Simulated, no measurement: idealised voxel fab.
Name of the process module below: voxel wiring stack
205 nm wide, 5 nm square cells: that's cross-section cut.
A cross-section in this document is a grid of square cells, and it is written down as bands, the top band listed before the ones below it; a band is made up of one or more rows of cells. Band: top height; bottom height; in nm. Then, left to right: material with width in nm, for each material. "all across": a single material spanning edge to edge. "air": empty space. Measure heights from 0. That's the level where, below it, the as-received wafer is all one material. The lowest band is bottomless and extends downward; write it as in "0 and below". Width spec "30 to 40" -> top row of cells at first value, bottom row at second value, equal per-row change in between. Step note "same as before" = no cross-section cell changed. Any empty space of 8 cells or more lacking an open way to the top shows up in "closed voids" as width x height at distance, distance from the left edge, in nm. Formally, on a step line, whatever follows the settings is a remark that the simulator itself makes on the step. overlay nm: right-of-plan distance of the mask on a masked step; negative values mean left-of-plan.

[Listed below are the process steps as planned]
1) op RECEIVE | material Si
2) op CONFORMAL_DEP | material SiO2 | thk nm 15
3) op CONFORMAL_DEP | material SiCN | thk nm 5
4) op DIRECTIONAL_DEP | material lowk | thk nm 25
5) op DIRECTIONAL_DEP | material aC | thk nm 10
6) op PATTERN | tone open | mask id METAL_1 | material resist | width nm 25 | pitch nm 50 | thk nm 30 | overlay nm 0
7) op DIRECTIONAL_ETCH | etch materials aC | depth nm 10
8) op STRIP | etch materials resist
9) op DIRECTIONAL_ETCH | etch materials lowk | depth nm 25
10) op DIRECTIONAL_ETCH | etch materials SiCN | depth nm 5
11) op STRIP | etch materials aC
12) op CONFORMAL_DEP | material TiN | thk nm 5
13) op FILL_DEP | material Cu | thk nm 10
14) op CMP | height nm 45
15) op CONFORMAL_DEP | material SiCN | thk nm 5
16) op DIRECTIONAL_DEP | material lowk | thk nm 15
17) op DIRECTIONAL_DEP | material aC | thk nm 15
18) op PATTERN | tone open | mask id PLUG_1 | material resist | width nm 15 | pitch nm 50 | thk nm 30 | overlay nm 0
19) op DIRECTIONAL_ETCH | etch materials aC | depth nm 15
20) op STRIP | etch materials resist
21) op DIRECTIONAL_ETCH | etch materials lowk | depth nm 15
22) op DIRECTIONAL_ETCH | etch materials SiCN | depth nm 5
23) op STRIP | etch materials aC
24) op CONFORMAL_DEP | material TiN | thk nm 5
25) op FILL_DEP | material Ru | thk nm 5
26) op CMP | height nm 65
27) op DIRECTIONAL_DEP | material TiN | thk nm 5
28) op DIRECTIONAL_DEP | material W | thk nm 20
29) op MASKED_ETCH | tone cover | mask id METAL_2 | width nm 25 | pitch nm 50 | etch materials W | depth nm 20 | overlay nm -15
30) op MASKED_ETCH | tone cover | mask id METAL_2 | width nm 25 | pitch nm 50 | etch materials TiN | depth nm 5 | overlay nm 0
31) op FILL_DEP | material SiO2 | thk nm 5
32) op CMP | height nm 90
33) op CONFORMAL_DEP | material SiN | thk nm 5
The wafers are alike at the start. At step 29, their overlay nm differs. The plan lists the first wafer's value.

[Incoming state of the first of several wafers in cross-section: after step 1]
    0 and below  Si all across
    closed voids: none

[Below is a per-wafer table. In it, each row describes the wafer at the end of the module by giving, for each material, the number of cells gained (+) or lost (-) since the wafer was received, and after that the closed voids of the wafer]
overlay nm -15, +45 Cu, +9 Ru, +58 SiCN, +41 SiN, +244 SiO2, +96 TiN, +60 W, +226 lowk, closed voids: none
overlay nm -10, +45 Cu, +9 Ru, +58 SiCN, +41 SiN, +247 SiO2, +93 TiN, +60 W, +226 lowk, closed voids: none
overlay nm -5, +45 Cu, +9 Ru, +58 SiCN, +41 SiN, +250 SiO2, +90 TiN, +60 W, +226 lowk, closed voids: none
overlay nm 0, +45 Cu, +9 Ru, +58 SiCN, +41 SiN, +253 SiO2, +87 TiN, +60 W, +226 lowk, closed voids: none
overlay nm 5, +45 Cu, +9 Ru, +58 SiCN, +41 SiN, +250 SiO2, +90 TiN, +60 W, +226 lowk, closed voids: none
overlay nm 10, +45 Cu, +9 Ru, +58 SiCN, +41 SiN, +247 SiO2, +93 TiN, +60 W, +226 lowk, closed voids: none
overlay nm 15, +45 Cu, +9 Ru, +58 SiCN, +41 SiN, +244 SiO2, +96 TiN, +60 W, +226 lowk, closed voids: none
